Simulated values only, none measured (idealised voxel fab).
Presented below is a process module, voxel ribs on slabs.
This is section cut - it's 255 nm across, gridded in 5 nm square cells.
Cross-section layout: square cells on a grid; listed as bands, top to bottom; a band spans one or more cell rows. Top height, bottom height, nm. Materials left to right, width each, nm. Single material + "full width" = fills band edge to edge. "empty" = empty. For the purposes of this specification, 0 denotes the height below which the wafer in its as-received condition is composed wholly of one material, and the lowermost band, lacking a lower limit, extends downward without end, as expressed in "0 down". The notation "30..40" denotes a width that varies across the rows of cells in the band, beginning at the first number in the top row, finishing at the second number in the bottom row, and changing by an identical amount from each row to the next. "everything unchanged" for a step: no cell of the cross-section changed in that step. "Tabulated closed voids" specifies each empty space that is not open to the top and that occupies no fewer than 8 cells, using the form width x height at distance, the distance measured from the left edge and all three quantities in nm. If you see something after the settings on a step's line, that's the simulator's own remark about that step. overlay nm: right-of-plan distance of the mask on a masked step; negative values mean left-of-plan.
-- Steps planned for the process
- 1: RECEIVE [material Si]
- 2: DIRECTIONAL_DEP [material SiO2] [thk nm 20]
- 3: DIRECTIONAL_DEP [material SiN] [thk nm 20]
- 4: DIRECTIONAL_DEP [material aC] [thk nm 10]
- 5: PATTERN [tone cover] [mask id RIB] [material resist] [width nm 15] [thk nm 25] [overlay nm 0]
- 6: DIRECTIONAL_ETCH [etch materials aC] [depth nm 10]
- 7: STRIP [etch materials resist]
- 8: DIRECTIONAL_ETCH [etch materials SiN] [depth nm 10]
- 9: STRIP [etch materials aC]
- 10: PATTERN [tone cover] [mask id SLAB] [material resist] [width nm 75] [thk nm 20] [overlay nm 0]
- 11: DIRECTIONAL_ETCH [etch materials SiN] [depth nm 10]
- 12: STRIP [etch materials resist]
- 13: FILL_DEP [material SiO2] [thk nm 20]
- 14: CMP [height nm 50]
- 15: DIRECTIONAL_DEP [material W] [thk nm 10]
- 16: MASKED_ETCH [tone cover] [mask id HEATER] [width nm 25] [etch materials W] [depth nm 10] [overlay nm -15]
- 17: CONFORMAL_DEP [material SiO2] [thk nm 5]
Among the wafers covered here, the point of difference is the overlay nm at step 16; their starting state is shared, and the plan presents the value of the first wafer.
-- Cross-section of the first incoming wafer of several, state after step 1
    0 down = Si full width
    Tabulated closed voids: none
-- End-of-module cross-section, first of several wafers, after last step 17
    65 to 60 = 95 empty  35 SiO2  125 empty
    60 to 55 = 95 empty  5 SiO2  25 W  5 SiO2  125 empty
    55 to 50 = 100 SiO2  25 W  130 SiO2
    50 to 40 = SiO2 full width
    40 to 30 = 120 SiO2  15 SiN  120 SiO2
    30 to 20 = 90 SiO2  75 SiN  90 SiO2
    20 to 0 = SiO2 full width
    0 down = Si full width
    Tabulated closed voids: none
-- Last wafer of the set, cross-sectioned at end of module
    65 to 60 = 125 empty  35 SiO2  95 empty
    60 to 55 = 125 empty  5 SiO2  25 W  5 SiO2  95 empty
    55 to 50 = 130 SiO2  25 W  100 SiO2
    50 to 40 = SiO2 full width
    40 to 30 = 120 SiO2  15 SiN  120 SiO2
    30 to 20 = 90 SiO2  75 SiN  90 SiO2
    20 to 0 = SiO2 full width
    0 down = Si full width
    Tabulated closed voids: none
-- Rows = wafers. At module end, each row lists per material the cells gained (+) or lost (-) since the wafer was received, then the closed voids
overlay nm -15, +36 SiN, +529 SiO2, +10 W, Tabulated closed voids: none
overlay nm -10, +36 SiN, +529 SiO2, +10 W, Tabulated closed voids: none
overlay nm -5, +36 SiN, +529 SiO2, +10 W, Tabulated closed voids: none
overlay nm 0, +36 SiN, +529 SiO2, +10 W, Tabulated closed voids: none
overlay nm 5, +36 SiN, +529 SiO2, +10 W, Tabulated closed voids: none
overlay nm 10, +36 SiN, +529 SiO2, +10 W, Tabulated closed voids: none
overlay nm 15, +36 SiN, +529 SiO2, +10 W, Tabulated closed voids: none
